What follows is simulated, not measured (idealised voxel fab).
process module | voxel ribs on slabs
cross-section cut | 160 nm wide | cells 5 nm
A cross-section is a grid of square cells, given in bands from the top down. A band is one or more rows of cells.
Each band's line starts with the height of the band's top and of its bottom, in nm. Then come its materials from left to right, each with its width in nm. One material with "throughout" fills the band from edge to edge. "air" is empty space.
Height 0 is the level under which the wafer as received is all one material. The lowest band goes on downwards, as in "0 down".
A width such as "30 to 40" changes by the same amount from each row of cells to the next, from the band's top row to its bottom row.
"no change" after a step means that no cell of the cross-section changed.
closed voids: empty space of 8 cells or more with no open way to the top, each as width x height at its distance from the left edge, in nm
after a step's settings: what the simulator itself notes on the step
overlay nm, on a step with a mask: how far to the right of its planned place the mask lay; to the left if negative
plan
1 op RECEIVE | material Si
2 op DIRECTIONAL_DEP | material SiO2 | thk nm 25
3 op DIRECTIONAL_DEP | material polySi | thk nm 20
4 op MASKED_ETCH | tone cover | mask id RIB | width nm 20 | etch materials polySi | depth nm 5 | overlay nm 0
5 op DIRECTIONAL_DEP | material aC | thk nm 10
6 op PATTERN | tone cover | mask id SLAB | material resist | width nm 50 | thk nm 25 | overlay nm 0
7 op DIRECTIONAL_ETCH | etch materials aC | depth nm 10
8 op STRIP | etch materials resist
9 op DIRECTIONAL_ETCH | etch materials polySi | depth nm 15
10 op STRIP | etch materials aC
11 op FILL_DEP | material SiO2 | thk nm 25
12 op CMP | height nm 60
13 op DIRECTIONAL_DEP | material TiN | thk nm 5
14 op DIRECTIONAL_DEP | material aC | thk nm 15
15 op PATTERN | tone cover | mask id HEATER | material resist | width nm 30 | thk nm 30 | overlay nm 0
16 op DIRECTIONAL_ETCH | etch materials aC | depth nm 15
17 op STRIP | etch materials resist
18 op DIRECTIONAL_ETCH | etch materials TiN | depth nm 5
19 op STRIP | etch materials aC
20 op CONFORMAL_DEP | material SiN | thk nm 10
first wafer, as planned
as received, after step 1
  0 down: Si throughout
  closed voids: none
after step 2
  25 to 0: SiO2 throughout
  below 0: unchanged
after step 3
  45 to 25: polySi throughout
  below 25: unchanged
after step 4
  45 to 40: air 70 | polySi 20 | air 70
  below 40: unchanged
after step 5
  55 to 50: air 70 | aC 20 | air 70
  50 to 45: aC throughout
  45 to 40: aC 70 | polySi 20 | aC 70
  below 40: unchanged
after step 6
  80 to 55: air 55 | resist 50 | air 55
  55 to 50: air 55 | resist 15 | aC 20 | resist 15 | air 55
  below 50: unchanged
after step 7
  70 to 55: air 55 | resist 50 | air 55
  55 to 50: air 55 | resist 15 | aC 20 | resist 15 | air 55
  50 to 45: air 55 | aC 50 | air 55
  45 to 40: air 55 | aC 15 | polySi 20 | aC 15 | air 55
  below 40: unchanged
after step 8
  55 to 45: air 70 to 55 | aC 20 to 50 | air 70 to 55
  below 45: unchanged
after step 9
  55 to 45: air 70 to 55 | aC 20 to 50 | air 70 to 55
  45 to 40: air 55 | aC 15 | polySi 20 | aC 15 | air 55
  40 to 25: air 55 | polySi 50 | air 55
  below 25: unchanged
after step 10
  45 to 40: air 70 | polySi 20 | air 70
  below 40: unchanged
after step 11
  70 to 45: SiO2 throughout
  45 to 40: SiO2 70 | polySi 20 | SiO2 70
  40 to 25: SiO2 55 | polySi 50 | SiO2 55
  below 25: unchanged
after step 12
  60 to 45: SiO2 throughout
  below 45: unchanged
after step 13
  65 to 60: TiN throughout
  below 60: unchanged
after step 14
  80 to 65: aC throughout
  below 65: unchanged
after step 15
  110 to 80: air 65 | resist 30 | air 65
  below 80: unchanged
after step 16
  95 to 80: air 65 | resist 30 | air 65
  80 to 65: air 65 | aC 30 | air 65
  below 65: unchanged
after step 17
  80 to 65: air 65 | aC 30 | air 65
  below 65: unchanged
after step 18
  80 to 65: air 65 | aC 30 | air 65
  65 to 60: air 65 | TiN 30 | air 65
  below 60: unchanged
after step 19
  65 to 60: air 65 | TiN 30 | air 65
  below 60: unchanged
after step 20
  75 to 70: air 55 | SiN 50 | air 55
  70 to 65: SiN throughout
  65 to 60: SiN 65 | TiN 30 | SiN 65
  below 60: unchanged
second wafer: like start, like plan, one mistake. Through step 1 it matches the first wafer
when step 2 should have ended
  35 to 0: SiO2 throughout
  below 0: unchanged
when step 3 should have ended
  55 to 35: polySi throughout
  below 35: unchanged
when step 4 should have ended
  55 to 50: air 70 | polySi 20 | air 70
  below 50: unchanged
when step 5 should have ended
  65 to 60: air 70 | aC 20 | air 70
  60 to 55: aC throughout
  55 to 50: aC 70 | polySi 20 | aC 70
  below 50: unchanged
when step 6 should have ended
  90 to 65: air 55 | resist 50 | air 55
  65 to 60: air 55 | resist 15 | aC 20 | resist 15 | air 55
  below 60: unchanged
when step 7 should have ended
  80 to 65: air 55 | resist 50 | air 55
  65 to 60: air 55 | resist 15 | aC 20 | resist 15 | air 55
  60 to 55: air 55 | aC 50 | air 55
  55 to 50: air 55 | aC 15 | polySi 20 | aC 15 | air 55
  below 50: unchanged
when step 8 should have ended
  65 to 55: air 70 to 55 | aC 20 to 50 | air 70 to 55
  below 55: unchanged
when step 9 should have ended
  65 to 55: air 70 to 55 | aC 20 to 50 | air 70 to 55
  55 to 50: air 55 | aC 15 | polySi 20 | aC 15 | air 55
  50 to 35: air 55 | polySi 50 | air 55
  below 35: unchanged
when step 10 should have ended
  55 to 50: air 70 | polySi 20 | air 70
  below 50: unchanged
when step 11 should have ended
  80 to 55: SiO2 throughout
  55 to 50: SiO2 70 | polySi 20 | SiO2 70
  50 to 35: SiO2 55 | polySi 50 | SiO2 55
  below 35: unchanged
when step 12 should have ended
  60 to 55: SiO2 throughout
  below 55: unchanged
when step 13 should have ended
  65 to 60: TiN throughout
  below 60: unchanged
when step 14 should have ended
  80 to 65: aC throughout
  below 65: unchanged
when step 15 should have ended
  110 to 80: air 65 | resist 30 | air 65
  below 80: unchanged
when step 16 should have ended
  95 to 80: air 65 | resist 30 | air 65
  80 to 65: air 65 | aC 30 | air 65
  below 65: unchanged
when step 17 should have ended
  80 to 65: air 65 | aC 30 | air 65
  below 65: unchanged
when step 18 should have ended
  80 to 65: air 65 | aC 30 | air 65
  65 to 60: air 65 | TiN 30 | air 65
  below 60: unchanged
when step 19 should have ended
  65 to 60: air 65 | TiN 30 | air 65
  below 60: unchanged
when step 20 should have ended
  75 to 70: air 55 | SiN 50 | air 55
  70 to 65: SiN throughout
  65 to 60: SiN 65 | TiN 30 | SiN 65
  below 60: unchanged
what went wrong: step 2 ran as: op DIRECTIONAL_DEP | material SiO2 | thk nm 35
at the end the second wafer has, in cells: as many of each material as the first, in other places
